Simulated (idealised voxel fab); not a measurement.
process module | voxel transistor to metal
FYI the section here is cut, 210 nm wide, cells are 5 nm squares.
When this document writes out a cross-section, it uses a grid of square cells and lists it as bands, beginning at the top and moving down, with a band standing for one or more rows of cells.
It is stipulated that each band's entry specify, in nanometres, the height of the top of the band and then that of its bottom, followed by the materials of the band in left-to-right sequence, each together with its width in nanometres. A single material marked by the word "all across" is understood to fill the band from edge to edge; the word "empty" is understood to denote empty space.
Where do heights start? At 0: under that level the wafer as delivered is made of one material only. And the lowest band has no floor; it just carries on downward, as in "0 -> down".
Width spec "30->40" -> top row of cells at first value, bottom row at second value, equal per-row change in between.
Where a step carries "no change", the cross-section came out of it unchanged, cell for cell.
Reported under the label "Sealed internal voids" are the empty spaces having no open way to the top and comprising 8 cells or more; the notation for each is width x height at distance, in which the distance is measured from the left edge and all three values are in nm.
Formally, on a step line, whatever follows the settings is a remark that the simulator itself makes on the step.
The setting "overlay nm" may be written on the line of a step. When the step uses a mask, the value reports how far to the right of the planned place the mask lay, and a negative value reports that it lay to the left.

Below is the list of planned process steps:
1 RECEIVE: material Si
2 CONFORMAL_DEP: material SiO2, thk nm 5
3 CONFORMAL_DEP: material SiN, thk nm 15
4 DIRECTIONAL_DEP: material aC, thk nm 10
5 PATTERN: tone cover, mask id ACTIVE, material resist, width nm 85, thk nm 30, overlay nm 0
6 DIRECTIONAL_ETCH: etch materials aC, depth nm 10
7 STRIP: etch materials resist
8 DIRECTIONAL_ETCH: etch materials SiN, depth nm 15
9 DIRECTIONAL_ETCH: etch materials SiO2, depth nm 5
10 DIRECTIONAL_ETCH: etch materials Si, depth nm 25
11 STRIP: etch materials aC
12 OXIDIZE: depth nm 5
13 FILL_DEP: material SiO2, thk nm 15
14 CMP: height nm 20
15 SELECTIVE_ETCH: etch materials SiO2, depth nm 5
16 STRIP: etch materials SiN
17 SELECTIVE_ETCH: etch materials SiO2, depth nm 5
18 OXIDIZE: depth nm 5
19 DIRECTIONAL_DEP: material polySi, thk nm 20
20 DIRECTIONAL_DEP: material SiCN, thk nm 15
21 MASKED_ETCH: tone cover, mask id GATE, width nm 15, etch materials SiCN, depth nm 25, overlay nm 0
22 MASKED_ETCH: tone cover, mask id GATE, width nm 15, etch materials polySi, depth nm 30, overlay nm 0
23 CONFORMAL_DEP: material SiO2, thk nm 5
24 DIRECTIONAL_ETCH: etch materials SiO2, depth nm 5
25 CONFORMAL_DEP: material SiN, thk nm 5
26 DIRECTIONAL_ETCH: etch materials SiN, depth nm 5
27 DIRECTIONAL_ETCH: etch materials SiO2, depth nm 5
28 DIRECTIONAL_ETCH: etch materials Si, depth nm 5
29 EPI: material pSi, thk nm 10
30 FILL_DEP: material SiO2, thk nm 5
31 CMP: height nm 35
32 DIRECTIONAL_DEP: material SiO2, thk nm 15
33 PATTERN: tone open, mask id CONTACT, material resist, width nm 25, pitch nm 50, thk nm 15, overlay nm 0
34 DIRECTIONAL_ETCH: etch materials SiO2, depth nm 50
35 STRIP: etch materials resist
36 CONFORMAL_DEP: material TiN, thk nm 5
37 FILL_DEP: material Ru, thk nm 10
38 CMP: height nm 50
39 CONFORMAL_DEP: material SiCN, thk nm 5
40 DIRECTIONAL_DEP: material lowk, thk nm 15
41 DIRECTIONAL_DEP: material aC, thk nm 15
42 PATTERN: tone open, mask id METAL_1, material resist, width nm 15, pitch nm 60, thk nm 30, overlay nm 0
43 DIRECTIONAL_ETCH: etch materials aC, depth nm 15
44 STRIP: etch materials resist
45 DIRECTIONAL_ETCH: etch materials lowk, depth nm 15
46 DIRECTIONAL_ETCH: etch materials SiCN, depth nm 5
47 STRIP: etch materials aC
48 CONFORMAL_DEP: material TiN, thk nm 5
49 FILL_DEP: material Ru, thk nm 10
50 CMP: height nm 70
51 CONFORMAL_DEP: material SiCN, thk nm 5
52 DIRECTIONAL_DEP: material SiO2, thk nm 35
53 DIRECTIONAL_DEP: material aC, thk nm 15
54 PATTERN: tone open, mask id METAL_2, material resist, width nm 15, pitch nm 60, thk nm 35, overlay nm 0
55 DIRECTIONAL_ETCH: etch materials aC, depth nm 15
56 STRIP: etch materials resist
57 DIRECTIONAL_ETCH: etch materials SiO2, depth nm 20
58 STRIP: etch materials aC
59 MASKED_ETCH: tone open, mask id METAL_2_HOLES, width nm 15, pitch nm 60, etch materials SiO2, depth nm 15, overlay nm 0
60 MASKED_ETCH: tone open, mask id METAL_2_HOLES, width nm 15, pitch nm 60, etch materials SiCN, depth nm 5, overlay nm 0
61 CONFORMAL_DEP: material TiN, thk nm 5
62 FILL_DEP: material Cu, thk nm 5
63 CMP: height nm 110
64 CONFORMAL_DEP: material SiN, thk nm 5

Delivered wafer in cross-section: state after step 1:
* 0 -> down  Si all across
* Sealed internal voids: none

Looking at the first of two wafers in cross-section at end of module - ran to plan:
* 115 -> 110  SiN all across
* 110 -> 75  SiO2: 65, then TiN: 5, then Cu: 5, then TiN: 5, then SiO2: 45, then TiN: 5, then Cu: 5, then TiN: 5, then SiO2: 70
* 75 -> 70  SiCN: 65, then TiN: 15, then SiCN: 45, then TiN: 15, then SiCN: 70
* 70 -> 55  lowk: 65, then TiN: 5, then Ru: 5, then TiN: 5, then lowk: 45, then TiN: 5, then Ru: 5, then TiN: 5, then lowk: 70
* 55 -> 50  SiCN: 65, then TiN: 15, then SiCN: 45, then TiN: 15, then SiCN: 70
* 50 -> 40  SiO2: 65, then TiN: 5, then Ru: 15, then TiN: 5, then SiO2: 25, then TiN: 5, then Ru: 15, then TiN: 5, then SiO2: 70
* 40 -> 35  SiO2: 65, then TiN: 5, then Ru: 10, then TiN: 10, then SiO2: 25, then TiN: 10, then Ru: 10, then TiN: 5, then SiO2: 70
* 35 -> 20  SiO2: 65, then TiN: 5, then Ru: 10, then TiN: 5, then SiN: 5, then SiO2: 5, then SiCN: 15, then SiO2: 5, then SiN: 5, then TiN: 5, then Ru: 10, then TiN: 5, then SiO2: 70
* 20 -> 10  SiO2: 65, then TiN: 5, then Ru: 10, then TiN: 5, then SiN: 5, then SiO2: 5, then polySi: 15, then SiO2: 5, then SiN: 5, then TiN: 5, then Ru: 10, then TiN: 5, then SiO2: 70
* 10 -> 5  SiO2: 60, then SiN: 5, then TiN: 20, then SiN: 5, then SiO2: 5, then polySi: 15, then SiO2: 5, then SiN: 5, then TiN: 20, then SiN: 5, then SiO2: 65
* 5 -> 0  SiO2: 60, then SiN: 5, then TiN: 10, then pSi: 10, then SiN: 5, then SiO2: 5, then polySi: 15, then SiO2: 5, then SiN: 5, then pSi: 10, then TiN: 10, then SiN: 5, then SiO2: 65
* 0 -> -5  SiO2: 65, then pSi: 20, then SiO2: 35, then pSi: 20, then SiO2: 70
* -5 -> -10  SiO2: 65, then pSi: 20, then Si: 35, then pSi: 20, then SiO2: 70
* -10 -> -30  SiO2: 65, then Si: 75, then SiO2: 70
* -30 -> down  Si all across
* Sealed internal voids: none

Here is the second of the two wafers cut open at the end of the module - same start, same plan as the first one, but we made one mistake running it:
* 115 -> 110  SiN all across
* 110 -> 75  SiO2: 65, then TiN: 5, then Cu: 5, then TiN: 5, then SiO2: 45, then TiN: 5, then Cu: 5, then TiN: 5, then SiO2: 70
* 75 -> 70  SiCN: 65, then TiN: 15, then SiCN: 45, then TiN: 15, then SiCN: 70
* 70 -> 55  lowk: 60, then TiN: 5, then Ru: 15, then TiN: 5, then lowk: 35, then TiN: 5, then Ru: 15, then TiN: 5, then lowk: 65
* 55 -> 50  SiCN: 60, then TiN: 25, then SiCN: 35, then TiN: 25, then SiCN: 65
* 50 -> 40  SiO2: 65, then TiN: 5, then Ru: 15, then TiN: 5, then SiO2: 25, then TiN: 5, then Ru: 15, then TiN: 5, then SiO2: 70
* 40 -> 35  SiO2: 65, then TiN: 5, then Ru: 10, then TiN: 10, then SiO2: 25, then TiN: 10, then Ru: 10, then TiN: 5, then SiO2: 70
* 35 -> 20  SiO2: 65, then TiN: 5, then Ru: 10, then TiN: 5, then SiN: 5, then SiO2: 5, then SiCN: 15, then SiO2: 5, then SiN: 5, then TiN: 5, then Ru: 10, then TiN: 5, then SiO2: 70
* 20 -> 10  SiO2: 65, then TiN: 5, then Ru: 10, then TiN: 5, then SiN: 5, then SiO2: 5, then polySi: 15, then SiO2: 5, then SiN: 5, then TiN: 5, then Ru: 10, then TiN: 5, then SiO2: 70
* 10 -> 5  SiO2: 60, then SiN: 5, then TiN: 20, then SiN: 5, then SiO2: 5, then polySi: 15, then SiO2: 5, then SiN: 5, then TiN: 20, then SiN: 5, then SiO2: 65
* 5 -> 0  SiO2: 60, then SiN: 5, then TiN: 10, then pSi: 10, then SiN: 5, then SiO2: 5, then polySi: 15, then SiO2: 5, then SiN: 5, then pSi: 10, then TiN: 10, then SiN: 5, then SiO2: 65
* 0 -> -5  SiO2: 65, then pSi: 20, then SiO2: 35, then pSi: 20, then SiO2: 70
* -5 -> -10  SiO2: 65, then pSi: 20, then Si: 35, then pSi: 20, then SiO2: 70
* -10 -> -30  SiO2: 65, then Si: 75, then SiO2: 70
* -30 -> down  Si all across
* Sealed internal voids: none
Run error: step 42 off recipe, ran as PATTERN: tone open, mask id METAL_1, material resist, width nm 25, pitch nm 60, thk nm 30, overlay nm 0
Materials where the second wafer ends with more or fewer cells than the first: Ru +12; SiCN -4; TiN +4; lowk -12
